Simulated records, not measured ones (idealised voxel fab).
process module | voxel transistor to metal
cross-section cut | 140 nm wide | cells 5 nm
A cross-section is a grid of square cells, given in bands from the top down. A band is one or more rows of cells.
Each band's line starts with the height of the band's top and of its bottom, in nm. Then come its materials from left to right, each with its width in nm. One material with "throughout" fills the band from edge to edge. "air" is empty space.
Height 0 is the level under which the wafer as received is all one material. The lowest band goes on downwards, as in "0 down".
A width such as "30 to 40" changes by the same amount from each row of cells to the next, from the band's top row to its bottom row.
"no change" after a step means that no cell of the cross-section changed.
closed voids: empty space of 8 cells or more with no open way to the top, each as width x height at its distance from the left edge, in nm
after a step's settings: what the simulator itself notes on the step
overlay nm, on a step with a mask: how far to the right of its planned place the mask lay; to the left if negative
plan
1 op RECEIVE | material Si
2 op CONFORMAL_DEP | material SiO2 | thk nm 5
3 op CONFORMAL_DEP | material SiN | thk nm 10
4 op MASKED_ETCH | tone cover | mask id ACTIVE | width nm 95 | etch materials SiN | depth nm 10 | overlay nm 0
5 op MASKED_ETCH | tone cover | mask id ACTIVE | width nm 95 | etch materials SiO2 | depth nm 5 | overlay nm 0
6 op MASKED_ETCH | tone cover | mask id ACTIVE | width nm 95 | etch materials Si | depth nm 35 | overlay nm 0
7 op FILL_DEP | material SiO2 | thk nm 10
8 op CMP | height nm 15
9 op SELECTIVE_ETCH | etch materials SiO2 | depth nm 5
10 op STRIP | etch materials SiN
11 op SELECTIVE_ETCH | etch materials SiO2 | depth nm 5
12 op OXIDIZE | depth nm 5
13 op DIRECTIONAL_DEP | material polySi | thk nm 25
14 op DIRECTIONAL_DEP | material SiCN | thk nm 15
15 op DIRECTIONAL_DEP | material aC | thk nm 10
16 op PATTERN | tone cover | mask id GATE | material resist | width nm 15 | thk nm 25 | overlay nm 0
17 op DIRECTIONAL_ETCH | etch materials aC | depth nm 10
18 op STRIP | etch materials resist
19 op DIRECTIONAL_ETCH | etch materials SiCN | depth nm 25
20 op DIRECTIONAL_ETCH | etch materials polySi | depth nm 35
21 op STRIP | etch materials aC
22 op CONFORMAL_DEP | material SiO2 | thk nm 5
23 op DIRECTIONAL_ETCH | etch materials SiO2 | depth nm 5
24 op CONFORMAL_DEP | material SiN | thk nm 5
25 op DIRECTIONAL_ETCH | etch materials SiN | depth nm 5
26 op DIRECTIONAL_ETCH | etch materials SiO2 | depth nm 5
27 op DIRECTIONAL_ETCH | etch materials Si | depth nm 15
28 op EPI | material nSi | thk nm 20
29 op FILL_DEP | material SiO2 | thk nm 5
30 op CMP | height nm 40
31 op DIRECTIONAL_DEP | material SiO2 | thk nm 10
32 op MASKED_ETCH | tone open | mask id CONTACT | width nm 30 | pitch nm 55 | etch materials SiO2 | depth nm 35 | overlay nm 0
33 op CONFORMAL_DEP | material TiN | thk nm 5
34 op FILL_DEP | material W | thk nm 10
35 op CMP | height nm 50
36 op DIRECTIONAL_DEP | material TiN | thk nm 5
37 op DIRECTIONAL_DEP | material Ru | thk nm 20
38 op DIRECTIONAL_DEP | material aC | thk nm 15
39 op PATTERN | tone cover | mask id METAL_1 | material resist | width nm 20 | pitch nm 65 | thk nm 30 | overlay nm 0
40 op DIRECTIONAL_ETCH | etch materials aC | depth nm 15
41 op STRIP | etch materials resist
42 op DIRECTIONAL_ETCH | etch materials Ru | depth nm 20
43 op DIRECTIONAL_ETCH | etch materials TiN | depth nm 5
44 op STRIP | etch materials aC
45 op CONFORMAL_DEP | material SiCN | thk nm 5
46 op FILL_DEP | material SiO2 | thk nm 10
47 op CMP | height nm 75
48 op CONFORMAL_DEP | material SiN | thk nm 5
first wafer, as planned
as received, after step 1
  0 down: Si throughout
  closed voids: none
after step 2
  5 to 0: SiO2 throughout
  below 0: unchanged
after step 3
  15 to 5: SiN throughout
  below 5: unchanged
after step 4
  15 to 5: air 20 | SiN 95 | air 25
  below 5: unchanged
after step 5
  15 to 5: air 20 | SiN 95 | air 25
  5 to 0: air 20 | SiO2 95 | air 25
  below 0: unchanged
after step 6
  15 to 5: air 20 | SiN 95 | air 25
  5 to 0: air 20 | SiO2 95 | air 25
  0 to -35: air 20 | Si 95 | air 25
  below -35: unchanged
after step 7
  25 to 15: SiO2 throughout
  15 to 5: SiO2 20 | SiN 95 | SiO2 25
  5 to 0: SiO2 throughout
  0 to -35: SiO2 20 | Si 95 | SiO2 25
  below -35: unchanged
after step 8
  15 to 5: SiO2 20 | SiN 95 | SiO2 25
  below 5: unchanged
after step 9
  15 to 10: air 20 | SiN 95 | air 25
  below 10: unchanged
after step 10
  10 to 5: SiO2 20 | air 95 | SiO2 25
  below 5: unchanged
after step 11
  5 to 0: SiO2 15 | air 105 | SiO2 20
  below 0: unchanged
after step 12
  5 to 0: SiO2 15 | air 105 | SiO2 20
  0 to -5: SiO2 throughout
  below -5: unchanged
after step 13
  30 to 25: polySi 15 | air 105 | polySi 20
  25 to 5: polySi throughout
  5 to 0: SiO2 15 | polySi 105 | SiO2 20
  below 0: unchanged
after step 14
  45 to 40: SiCN 15 | air 105 | SiCN 20
  40 to 30: SiCN throughout
  30 to 25: polySi 15 | SiCN 105 | polySi 20
  below 25: unchanged
after step 15
  55 to 50: aC 15 | air 105 | aC 20
  50 to 45: aC throughout
  45 to 40: SiCN 15 | aC 105 | SiCN 20
  below 40: unchanged
after step 16
  80 to 55: air 60 | resist 15 | air 65
  55 to 50: aC 15 | air 45 | resist 15 | air 45 | aC 20
  below 50: unchanged
after step 17
  70 to 50: air 60 | resist 15 | air 65
  50 to 45: air 60 | aC 15 | air 65
  45 to 40: SiCN 15 | air 45 | aC 15 | air 45 | SiCN 20
  below 40: unchanged
after step 18
  50 to 45: air 60 | aC 15 | air 65
  below 45: unchanged
after step 19
  50 to 40: air 60 | aC 15 | air 65
  40 to 30: air 60 | SiCN 15 | air 65
  30 to 25: polySi 15 | air 45 | SiCN 15 | air 45 | polySi 20
  below 25: unchanged
after step 20
  50 to 40: air 60 | aC 15 | air 65
  40 to 25: air 60 | SiCN 15 | air 65
  25 to 5: air 60 | polySi 15 | air 65
  5 to 0: SiO2 15 | air 45 | polySi 15 | air 45 | SiO2 20
  below 0: unchanged
after step 21
  40 to 25: air 60 | SiCN 15 | air 65
  below 25: unchanged
after step 22
  45 to 40: air 55 | SiO2 25 | air 60
  40 to 25: air 55 | SiO2 5 | SiCN 15 | SiO2 5 | air 60
  25 to 10: air 55 | SiO2 5 | polySi 15 | SiO2 5 | air 60
  10 to 5: SiO2 20 | air 35 | SiO2 5 | polySi 15 | SiO2 5 | air 35 | SiO2 25
  5 to 0: SiO2 60 | polySi 15 | SiO2 65
  below 0: unchanged
after step 23
  40 to 25: air 55 | SiO2 5 | SiCN 15 | SiO2 5 | air 60
  25 to 5: air 55 | SiO2 5 | polySi 15 | SiO2 5 | air 60
  5 to 0: SiO2 20 | air 35 | SiO2 5 | polySi 15 | SiO2 5 | air 35 | SiO2 25
  below 0: unchanged
after step 24
  45 to 40: air 50 | SiN 35 | air 55
  40 to 25: air 50 | SiN 5 | SiO2 5 | SiCN 15 | SiO2 5 | SiN 5 | air 55
  25 to 10: air 50 | SiN 5 | SiO2 5 | polySi 15 | SiO2 5 | SiN 5 | air 55
  10 to 5: SiN 25 | air 25 | SiN 5 | SiO2 5 | polySi 15 | SiO2 5 | SiN 5 | air 25 | SiN 30
  5 to 0: SiO2 20 | SiN 35 | SiO2 5 | polySi 15 | SiO2 5 | SiN 35 | SiO2 25
  below 0: unchanged
after step 25
  40 to 25: air 50 | SiN 5 | SiO2 5 | SiCN 15 | SiO2 5 | SiN 5 | air 55
  25 to 5: air 50 | SiN 5 | SiO2 5 | polySi 15 | SiO2 5 | SiN 5 | air 55
  5 to 0: SiO2 20 | SiN 5 | air 25 | SiN 5 | SiO2 5 | polySi 15 | SiO2 5 | SiN 5 | air 25 | SiN 5 | SiO2 25
  below 0: unchanged
after step 26
  40 to 35: air 50 | SiN 5 | air 5 | SiCN 15 | air 5 | SiN 5 | air 55
  35 to 25: air 50 | SiN 5 | SiO2 5 | SiCN 15 | SiO2 5 | SiN 5 | air 55
  25 to 5: air 50 | SiN 5 | SiO2 5 | polySi 15 | SiO2 5 | SiN 5 | air 55
  5 to 0: air 20 | SiN 5 | air 25 | SiN 5 | SiO2 5 | polySi 15 | SiO2 5 | SiN 5 | air 25 | SiN 5 | air 25
  0 to -5: SiO2 25 | air 25 | SiO2 35 | air 25 | SiO2 30
  below -5: unchanged
after step 27
  40 to 35: air 50 | SiN 5 | air 5 | SiCN 15 | air 5 | SiN 5 | air 55
  35 to 25: air 50 | SiN 5 | SiO2 5 | SiCN 15 | SiO2 5 | SiN 5 | air 55
  25 to 5: air 50 | SiN 5 | SiO2 5 | polySi 15 | SiO2 5 | SiN 5 | air 55
  5 to 0: air 20 | SiN 5 | air 25 | SiN 5 | SiO2 5 | polySi 15 | SiO2 5 | SiN 5 | air 25 | SiN 5 | air 25
  0 to -5: SiO2 25 | air 25 | SiO2 35 | air 25 | SiO2 30
  -5 to -20: SiO2 20 | Si 5 | air 25 | Si 35 | air 25 | Si 5 | SiO2 25
  below -20: unchanged
after step 28
  40 to 35: air 50 | SiN 5 | air 5 | SiCN 15 | air 5 | SiN 5 | air 55
  35 to 25: air 50 | SiN 5 | SiO2 5 | SiCN 15 | SiO2 5 | SiN 5 | air 55
  25 to 15: air 50 | SiN 5 | SiO2 5 | polySi 15 | SiO2 5 | SiN 5 | air 55
  15 to 5: air 15 | nSi 35 | SiN 5 | SiO2 5 | polySi 15 | SiO2 5 | SiN 5 | nSi 35 | air 20
  5 to 0: air 15 | nSi 5 | SiN 5 | nSi 25 | SiN 5 | SiO2 5 | polySi 15 | SiO2 5 | SiN 5 | nSi 25 | SiN 5 | nSi 5 | air 20
  0 to -5: SiO2 25 | nSi 25 | SiO2 35 | nSi 25 | SiO2 30
  -5 to -20: SiO2 20 | Si 5 | nSi 25 | Si 35 | nSi 25 | Si 5 | SiO2 25
  below -20: unchanged
after step 29
  45 to 40: SiO2 throughout
  40 to 25: SiO2 50 | SiN 5 | SiO2 5 | SiCN 15 | SiO2 5 | SiN 5 | SiO2 55
  25 to 15: SiO2 50 | SiN 5 | SiO2 5 | polySi 15 | SiO2 5 | SiN 5 | SiO2 55
  15 to 5: SiO2 15 | nSi 35 | SiN 5 | SiO2 5 | polySi 15 | SiO2 5 | SiN 5 | nSi 35 | SiO2 20
  5 to 0: SiO2 15 | nSi 5 | SiN 5 | nSi 25 | SiN 5 | SiO2 5 | polySi 15 | SiO2 5 | SiN 5 | nSi 25 | SiN 5 | nSi 5 | SiO2 20
  below 0: unchanged
after step 30
  40 to 25: SiO2 50 | SiN 5 | SiO2 5 | SiCN 15 | SiO2 5 | SiN 5 | SiO2 55
  below 25: unchanged
after step 31
  50 to 40: SiO2 throughout
  below 40: unchanged
after step 32
  50 to 40: SiO2 25 | air 30 | SiO2 25 | air 30 | SiO2 30
  40 to 25: SiO2 25 | air 25 | SiN 5 | SiO2 5 | SiCN 15 | SiO2 5 | SiN 5 | air 25 | SiO2 30
  25 to 15: SiO2 25 | air 25 | SiN 5 | SiO2 5 | polySi 15 | SiO2 5 | SiN 5 | air 25 | SiO2 30
  below 15: unchanged
after step 33
  55 to 50: TiN 30 | air 20 | TiN 35 | air 20 | TiN 35
  50 to 40: SiO2 25 | TiN 5 | air 20 to 15 | TiN 5 to 10 | SiO2 25 | TiN 5 to 10 | air 20 to 15 | TiN 5 | SiO2 30
  40 to 25: SiO2 25 | TiN 5 | air 15 | TiN 5 | SiN 5 | SiO2 5 | SiCN 15 | SiO2 5 | SiN 5 | TiN 5 | air 15 | TiN 5 | SiO2 30
  25 to 20: SiO2 25 | TiN 5 | air 15 | TiN 5 | SiN 5 | SiO2 5 | polySi 15 | SiO2 5 | SiN 5 | TiN 5 | air 15 | TiN 5 | SiO2 30
  20 to 15: SiO2 25 | TiN 25 | SiN 5 | SiO2 5 | polySi 15 | SiO2 5 | SiN 5 | TiN 25 | SiO2 30
  below 15: unchanged
after step 34
  65 to 55: W throughout
  55 to 50: TiN 30 | W 20 | TiN 35 | W 20 | TiN 35
  50 to 40: SiO2 25 | TiN 5 | W 20 to 15 | TiN 5 to 10 | SiO2 25 | TiN 5 to 10 | W 20 to 15 | TiN 5 | SiO2 30
  40 to 25: SiO2 25 | TiN 5 | W 15 | TiN 5 | SiN 5 | SiO2 5 | SiCN 15 | SiO2 5 | SiN 5 | TiN 5 | W 15 | TiN 5 | SiO2 30
  25 to 20: SiO2 25 | TiN 5 | W 15 | TiN 5 | SiN 5 | SiO2 5 | polySi 15 | SiO2 5 | SiN 5 | TiN 5 | W 15 | TiN 5 | SiO2 30
  below 20: unchanged
after step 35
  50 to 40: SiO2 25 | TiN 5 | W 20 to 15 | TiN 5 to 10 | SiO2 25 | TiN 5 to 10 | W 20 to 15 | TiN 5 | SiO2 30
  below 40: unchanged
after step 36
  55 to 50: TiN throughout
  below 50: unchanged
after step 37
  75 to 55: Ru throughout
  below 55: unchanged
after step 38
  90 to 75: aC throughout
  below 75: unchanged
after step 39
  120 to 90: air 25 | resist 20 | air 45 | resist 20 | air 30
  below 90: unchanged
after step 40
  105 to 90: air 25 | resist 20 | air 45 | resist 20 | air 30
  90 to 75: air 25 | aC 20 | air 45 | aC 20 | air 30
  below 75: unchanged
after step 41
  90 to 75: air 25 | aC 20 | air 45 | aC 20 | air 30
  below 75: unchanged
after step 42
  90 to 75: air 25 | aC 20 | air 45 | aC 20 | air 30
  75 to 55: air 25 | Ru 20 | air 45 | Ru 20 | air 30
  below 55: unchanged
after step 43
  90 to 75: air 25 | aC 20 | air 45 | aC 20 | air 30
  75 to 55: air 25 | Ru 20 | air 45 | Ru 20 | air 30
  55 to 50: air 25 | TiN 20 | air 45 | TiN 20 | air 30
  below 50: unchanged
after step 44
  75 to 55: air 25 | Ru 20 | air 45 | Ru 20 | air 30
  below 55: unchanged
after step 45
  80 to 75: air 20 | SiCN 30 | air 35 | SiCN 30 | air 25
  75 to 55: air 20 | SiCN 5 | Ru 20 | SiCN 5 | air 35 | SiCN 5 | Ru 20 | SiCN 5 | air 25
  55 to 50: SiCN 25 | TiN 20 | SiCN 45 | TiN 20 | SiCN 30
  below 50: unchanged
after step 46
  90 to 80: SiO2 throughout
  80 to 75: SiO2 20 | SiCN 30 | SiO2 35 | SiCN 30 | SiO2 25
  75 to 55: SiO2 20 | SiCN 5 | Ru 20 | SiCN 5 | SiO2 35 | SiCN 5 | Ru 20 | SiCN 5 | SiO2 25
  below 55: unchanged
after step 47
  75 to 55: SiO2 20 | SiCN 5 | Ru 20 | SiCN 5 | SiO2 35 | SiCN 5 | Ru 20 | SiCN 5 | SiO2 25
  below 55: unchanged
after step 48
  80 to 75: SiN throughout
  below 75: unchanged
second wafer: like start, like plan, one mistake. Through step 46 it matches the first wafer
when step 47 should have ended: no change
when step 48 should have ended
  95 to 90: SiN throughout
  below 90: unchanged
what went wrong: step 47 was left out
at the end the second wafer has, in cells: 12 more of SiCN | 72 more of SiO2
